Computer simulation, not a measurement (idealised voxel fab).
The process module that follows is named voxel plated lines.
Cross-section cut spans 195 nm and uses square cells 5 nm in size.
Throughout this document, each cross-section is represented as a grid of square cells and is presented as a sequence of bands enumerated from the top downward, where a band comprises one or more rows of cells. It is stipulated that each band's entry specify, in nanometres, the height of the top of the band and then that of its bottom, followed by the materials of the band in left-to-right sequence, each together with its width in nanometres. A single material marked by the word "everywhere" is understood to fill the band from edge to edge; the word "empty" is understood to denote empty space. Zero point of the height axis is 0; under it, received wafer = one material. Lowest band: continues down indefinitely, "0 and below". The expression "30->40" gives the width at the extremes of the band, the first number at its top row of cells and the second at its bottom row, with the width changing by equal amounts from each row to the next in between. Reading "no change" for a step: not a cell of the cross-section changed in it. What "Unvented cavities" gives you is every empty space of 8 cells or more that is cut off from the top. Each appears as width x height at distance, with the distance taken from the left edge and width, height and distance all in nm. Heads up: the bit after the settings on a step's line is the simulator's remark on that step. overlay nm: how far to the right of its planned place the mask lay on this masked step (negative: to the left). So the way this works: pairs, before and after one process step. The after picture only goes down to the lowest band that actually changed, nothing below. Step and its settings are under each pair. And watch out, pairs might come from different runs of this module, same starting wafer though, so a pair only follows on from the one above if its "Pre-step condition" entry tells you so.
Pre-step condition
0 and below  Si everywhere
Unvented cavities: none
Result of Step
10 down to 0  SiN everywhere
Nothing below the height 0 has changed.
Unvented cavities: none
Which operation links the two cross-sections above? CONFORMAL_DEP with material SiN, thk nm 10
Pre-step condition: check the pair just above; its after cross-section is our before state.
Result of Step
15 down to 10  TiN everywhere
Nothing below the height 10 has changed.
Unvented cavities: none
Which operation links the two cross-sections above? DIRECTIONAL_DEP with material TiN, thk nm 5
Pre-step condition: check the pair just above; its after cross-section is our before state.
Result of Step
30 down to 15  45 nm resist / 20 nm empty / 20 nm resist / 20 nm empty / 20 nm resist / 20 nm empty / 50 nm resist
Nothing below the height 15 has changed.
Unvented cavities: none
Which operation links the two cross-sections above? PATTERN with tone open, mask id LINES, material resist, width nm 20, pitch nm 40, thk nm 15, overlay nm 0
Pre-step condition: check the pair just above; its after cross-section is our before state.
Result of Step
30 down to 20  45 nm resist / 20 nm empty / 20 nm resist / 20 nm empty / 20 nm resist / 20 nm empty / 50 nm resist
20 down to 15  45 nm resist / 20 nm Ru / 20 nm resist / 20 nm Ru / 20 nm resist / 20 nm Ru / 50 nm resist
Nothing below the height 15 has changed.
Unvented cavities: none
Which operation links the two cross-sections above? EPI with material Ru, thk nm 5
Pre-step condition: check the pair just above; its after cross-section is our before state.
Result of Step
20 down to 15  45 nm empty / 20 nm Ru / 20 nm empty / 20 nm Ru / 20 nm empty / 20 nm Ru / 50 nm empty
Nothing below the height 15 has changed.
Unvented cavities: none
Which operation links the two cross-sections above? STRIP with etch materials resist
Pre-step condition: check the pair just above; its after cross-section is our before state.
Result of Step
20 down to 15  45 nm empty / 20 nm Ru / 20 nm empty / 20 nm Ru / 20 nm empty / 20 nm Ru / 50 nm empty
15 down to 10  45 nm empty / 20 nm TiN / 20 nm empty / 20 nm TiN / 20 nm empty / 20 nm TiN / 50 nm empty
Nothing below the height 10 has changed.
Unvented cavities: none
Which operation links the two cross-sections above? DIRECTIONAL_ETCH with etch materials TiN, depth nm 5
Pre-step condition: check the pair just above; its after cross-section is our before state.
Result of Step
30 down to 20  35 nm empty / 120 nm SiCN / 40 nm empty
20 down to 15  45 nm SiCN / 20 nm Ru / 20 nm SiCN / 20 nm Ru / 20 nm SiCN / 20 nm Ru / 50 nm SiCN
15 down to 10  45 nm SiCN / 20 nm TiN / 20 nm SiCN / 20 nm TiN / 20 nm SiCN / 20 nm TiN / 50 nm SiCN
Nothing below the height 10 has changed.
Unvented cavities: none
Which operation links the two cross-sections above? CONFORMAL_DEP with material SiCN, thk nm 10
Pre-step condition
0 and below  Si everywhere
Unvented cavities: none
Result of Step
5 down to 0  TiN everywhere
Nothing below the height 0 has changed.
Unvented cavities: none
Which operation links the two cross-sections above? DIRECTIONAL_DEP with material TiN, thk nm 5
Pre-step condition: check the pair just above; its after cross-section is our before state.
Result of Step
20 down to 5  45 nm resist / 20 nm empty / 20 nm resist / 20 nm empty / 20 nm resist / 20 nm empty / 50 nm resist
Nothing below the height 5 has changed.
Unvented cavities: none
Which operation links the two cross-sections above? PATTERN with tone open, mask id LINES, material resist, width nm 20, pitch nm 40, thk nm 15, overlay nm 0
Pre-step condition: check the pair just above; its after cross-section is our before state.
Result of Step
20 down to 10  45 nm resist / 20 nm empty / 20 nm resist / 20 nm empty / 20 nm resist / 20 nm empty / 50 nm resist
10 down to 5  45 nm resist / 20 nm Ru / 20 nm resist / 20 nm Ru / 20 nm resist / 20 nm Ru / 50 nm resist
Nothing below the height 5 has changed.
Unvented cavities: none
Which operation links the two cross-sections above? EPI with material Ru, thk nm 5
Pre-step condition: check the pair just above; its after cross-section is our before state.
Result of Step
10 down to 5  45 nm empty / 20 nm Ru / 20 nm empty / 20 nm Ru / 20 nm empty / 20 nm Ru / 50 nm empty
Nothing below the height 5 has changed.
Unvented cavities: none
Which operation links the two cross-sections above? STRIP with etch materials resist
Pre-step condition: check the pair just above; its after cross-section is our before state.
Result of Step
10 down to 5  45 nm empty / 20 nm Ru / 20 nm empty / 20 nm Ru / 20 nm empty / 20 nm Ru / 50 nm empty
5 down to 0  45 nm empty / 20 nm TiN / 20 nm empty / 20 nm TiN / 20 nm empty / 20 nm TiN / 50 nm empty
Nothing below the height 0 has changed.
Unvented cavities: none
Which operation links the two cross-sections above? DIRECTIONAL_ETCH with etch materials TiN, depth nm 5
Pre-step condition: check the pair just above; its after cross-section is our before state.
Result of Step
20 down to 10  35 nm empty / 120 nm SiCN / 40 nm empty
10 down to 5  45 nm SiCN / 20 nm Ru / 20 nm SiCN / 20 nm Ru / 20 nm SiCN / 20 nm Ru / 50 nm SiCN
5 down to 0  45 nm SiCN / 20 nm TiN / 20 nm SiCN / 20 nm TiN / 20 nm SiCN / 20 nm TiN / 50 nm SiCN
Nothing below the height 0 has changed.
Unvented cavities: none
Which operation links the two cross-sections above? CONFORMAL_DEP with material SiCN, thk nm 10
Pre-step condition
5 down to 0  TiN everywhere
0 and below  Si everywhere
Unvented cavities: none
Result of Step
15 down to 5  SiN everywhere
Nothing below the height 5 has changed.
Unvented cavities: none
Which operation links the two cross-sections above? CONFORMAL_DEP with material SiN, thk nm 10
Pre-step condition: check the pair just above; its after cross-section is our before state.
Result of Step
30 down to 15  45 nm resist / 20 nm empty / 20 nm resist / 20 nm empty / 20 nm resist / 20 nm empty / 50 nm resist
Nothing below the height 15 has changed.
Unvented cavities: none
Which operation links the two cross-sections above? PATTERN with tone open, mask id LINES, material resist, width nm 20, pitch nm 40, thk nm 15, overlay nm 0
Pre-step condition: check the pair just above; its after cross-section is our before state.
Result of Step
15 down to 5  SiN everywhere
Nothing below the height 5 has changed.
Unvented cavities: none
Which operation links the two cross-sections above? STRIP with etch materials resist
Pre-step condition: check the pair just above; its after cross-section is our before state.
Result of Step
25 down to 15  SiCN everywhere
Nothing below the height 15 has changed.
Unvented cavities: none
Which operation links the two cross-sections above? CONFORMAL_DEP with material SiCN, thk nm 10
Pre-step condition
20 down to 15  45 nm empty / 20 nm Ru / 20 nm empty / 20 nm Ru / 20 nm empty / 20 nm Ru / 50 nm empty
15 down to 10  45 nm empty / 20 nm TiN / 20 nm empty / 20 nm TiN / 20 nm empty / 20 nm TiN / 50 nm empty
10 down to 0  SiN everywhere
0 and below  Si everywhere
Unvented cavities: none
Result of Step
35 down to 25  30 nm empty / 130 nm SiCN / 35 nm empty
25 down to 20  SiCN everywhere
20 down to 15  45 nm SiCN / 20 nm Ru / 20 nm SiCN / 20 nm Ru / 20 nm SiCN / 20 nm Ru / 50 nm SiCN
15 down to 10  45 nm SiCN / 20 nm TiN / 20 nm SiCN / 20 nm TiN / 20 nm SiCN / 20 nm TiN / 50 nm SiCN
Nothing below the height 10 has changed.
Unvented cavities: none
Which operation links the two cross-sections above? CONFORMAL_DEP with material SiCN, thk nm 15
Pre-step condition
15 down to 10  TiN everywhere
10 down to 0  SiN everywhere
0 and below  Si everywhere
Unvented cavities: none
Result of Step
30 down to 15  45 nm resist / 25 nm empty / 15 nm resist / 25 nm empty / 15 nm resist / 25 nm empty / 45 nm resist
Nothing below the height 15 has changed.
Unvented cavities: none
Which operation links the two cross-sections above? PATTERN with tone open, mask id LINES, material resist, width nm 25, pitch nm 40, thk nm 15, overlay nm 0
Pre-step condition: check the pair just above; its after cross-section is our before state.
Result of Step
30 down to 20  45 nm resist / 25 nm empty / 15 nm resist / 25 nm empty / 15 nm resist / 25 nm empty / 45 nm resist
20 down to 15  45 nm resist / 25 nm Ru / 15 nm resist / 25 nm Ru / 15 nm resist / 25 nm Ru / 45 nm resist
Nothing below the height 15 has changed.
Unvented cavities: none
Which operation links the two cross-sections above? EPI with material Ru, thk nm 5
Pre-step condition: check the pair just above; its after cross-section is our before state.
Result of Step
20 down to 15  45 nm empty / 25 nm Ru / 15 nm empty / 25 nm Ru / 15 nm empty / 25 nm Ru / 45 nm empty
Nothing below the height 15 has changed.
Unvented cavities: none
Which operation links the two cross-sections above? STRIP with etch materials resist
Pre-step condition: check the pair just above; its after cross-section is our before state.
Result of Step
20 down to 15  45 nm empty / 25 nm Ru / 15 nm empty / 25 nm Ru / 15 nm empty / 25 nm Ru / 45 nm empty
15 down to 10  45 nm empty / 25 nm TiN / 15 nm empty / 25 nm TiN / 15 nm empty / 25 nm TiN / 45 nm empty
Nothing below the height 10 has changed.
Unvented cavities: none
Which operation links the two cross-sections above? DIRECTIONAL_ETCH with etch materials TiN, depth nm 5
Pre-step condition: check the pair just above; its after cross-section is our before state.
Result of Step
30 down to 20  35 nm empty / 125 nm SiCN / 35 nm empty
20 down to 15  45 nm SiCN / 25 nm Ru / 15 nm SiCN / 25 nm Ru / 15 nm SiCN / 25 nm Ru / 45 nm SiCN
15 down to 10  45 nm SiCN / 25 nm TiN / 15 nm SiCN / 25 nm TiN / 15 nm SiCN / 25 nm TiN / 45 nm SiCN
Nothing below the height 10 has changed.
Unvented cavities: none
Which operation links the two cross-sections above? CONFORMAL_DEP with material SiCN, thk nm 10
Pre-step condition
15 down to 10  TiN everywhere
10 down to 0  SiN everywhere
0 and below  Si everywhere
Unvented cavities: none
Result of Step
30 down to 15  55 nm resist / 20 nm empty / 20 nm resist / 20 nm empty / 20 nm resist / 20 nm empty / 40 nm resist
Nothing below the height 15 has changed.
Unvented cavities: none
Which operation links the two cross-sections above? PATTERN with tone open, mask id LINES, material resist, width nm 20, pitch nm 40, thk nm 15, overlay nm 10
Pre-step condition: check the pair just above; its after cross-section is our before state.
Result of Step
30 down to 20  55 nm resist / 20 nm empty / 20 nm resist / 20 nm empty / 20 nm resist / 20 nm empty / 40 nm resist
20 down to 15  55 nm resist / 20 nm Ru / 20 nm resist / 20 nm Ru / 20 nm resist / 20 nm Ru / 40 nm resist
Nothing below the height 15 has changed.
Unvented cavities: none
Which operation links the two cross-sections above? EPI with material Ru, thk nm 5
Pre-step condition: check the pair just above; its after cross-section is our before state.
Result of Step
20 down to 15  55 nm empty / 20 nm Ru / 20 nm empty / 20 nm Ru / 20 nm empty / 20 nm Ru / 40 nm empty
Nothing below the height 15 has changed.
Unvented cavities: none
Which operation links the two cross-sections above? STRIP with etch materials resist
Pre-step condition: check the pair just above; its after cross-section is our before state.
Result of Step
20 down to 15  55 nm empty / 20 nm Ru / 20 nm empty / 20 nm Ru / 20 nm empty / 20 nm Ru / 40 nm empty
15 down to 10  55 nm empty / 20 nm TiN / 20 nm empty / 20 nm TiN / 20 nm empty / 20 nm TiN / 40 nm empty
Nothing below the height 10 has changed.
Unvented cavities: none
Which operation links the two cross-sections above? DIRECTIONAL_ETCH with etch materials TiN, depth nm 5
Pre-step condition: check the pair just above; its after cross-section is our before state.
Result of Step
30 down to 20  45 nm empty / 120 nm SiCN / 30 nm empty
20 down to 15  55 nm SiCN / 20 nm Ru / 20 nm SiCN / 20 nm Ru / 20 nm SiCN / 20 nm Ru / 40 nm SiCN
15 down to 10  55 nm SiCN / 20 nm TiN / 20 nm SiCN / 20 nm TiN / 20 nm SiCN / 20 nm TiN / 40 nm SiCN
Nothing below the height 10 has changed.
Unvented cavities: none
Which operation links the two cross-sections above? CONFORMAL_DEP with material SiCN, thk nm 10
Pre-step condition
20 down to 15  45 nm empty / 20 nm Ru / 20 nm empty / 20 nm Ru / 20 nm empty / 20 nm Ru / 50 nm empty
15 down to 10  TiN everywhere
10 down to 0  SiN everywhere
0 and below  Si everywhere
Unvented cavities: none
Result of Step
15 down to 10  TiN everywhere
Nothing below the height 10 has changed.
Unvented cavities: none
Which operation links the two cross-sections above? DIRECTIONAL_ETCH with etch materials Ru, depth nm 5
Pre-step condition: check the pair just above; its after cross-section is our before state.
Result of Step
25 down to 15  SiCN everywhere
Nothing below the height 15 has changed.
Unvented cavities: none
Which operation links the two cross-sections above? CONFORMAL_DEP with material SiCN, thk nm 10
Pre-step condition
15 down to 10  TiN everywhere
10 down to 0  SiN everywhere
0 and below  Si everywhere
Unvented cavities: none
Result of Step
30 down to 15  45 nm empty / 20 nm resist / 20 nm empty / 20 nm resist / 20 nm empty / 20 nm resist / 50 nm empty
Nothing below the height 15 has changed.
Unvented cavities: none
Which operation links the two cross-sections above? PATTERN with tone cover, mask id LINES, material resist, width nm 20, pitch nm 40, thk nm 15, overlay nm 0
Pre-step condition: check the pair just above; its after cross-section is our before state.
Result of Step
30 down to 20  45 nm empty / 20 nm resist / 20 nm empty / 20 nm resist / 20 nm empty / 20 nm resist / 50 nm empty
20 down to 15  45 nm Ru / 20 nm resist / 20 nm Ru / 20 nm resist / 20 nm Ru / 20 nm resist / 50 nm Ru
Nothing below the height 15 has changed.
Unvented cavities: none
Which operation links the two cross-sections above? EPI with material Ru, thk nm 5
Pre-step condition: check the pair just above; its after cross-section is our before state.
Result of Step
20 down to 15  45 nm Ru / 20 nm empty / 20 nm Ru / 20 nm empty / 20 nm Ru / 20 nm empty / 50 nm Ru
Nothing below the height 15 has changed.
Unvented cavities: none
Which operation links the two cross-sections above? STRIP with etch materials resist
Pre-step condition: check the pair just above; its after cross-section is our before state.
Result of Step
20 down to 15  45 nm Ru / 20 nm empty / 20 nm Ru / 20 nm empty / 20 nm Ru / 20 nm empty / 50 nm Ru
15 down to 10  45 nm TiN / 20 nm empty / 20 nm TiN / 20 nm empty / 20 nm TiN / 20 nm empty / 50 nm TiN
Nothing below the height 10 has changed.
Unvented cavities: none
Which operation links the two cross-sections above? DIRECTIONAL_ETCH with etch materials TiN, depth nm 5
Pre-step condition: check the pair just above; its after cross-section is our before state.
Result of Step
30 down to 20  SiCN everywhere
20 down to 15  45 nm Ru / 20 nm SiCN / 20 nm Ru / 20 nm SiCN / 20 nm Ru / 20 nm SiCN / 50 nm Ru
15 down to 10  45 nm TiN / 20 nm SiCN / 20 nm TiN / 20 nm SiCN / 20 nm TiN / 20 nm SiCN / 50 nm TiN
Nothing below the height 10 has changed.
Unvented cavities: none
Which operation links the two cross-sections above? CONFORMAL_DEP with material SiCN, thk nm 10
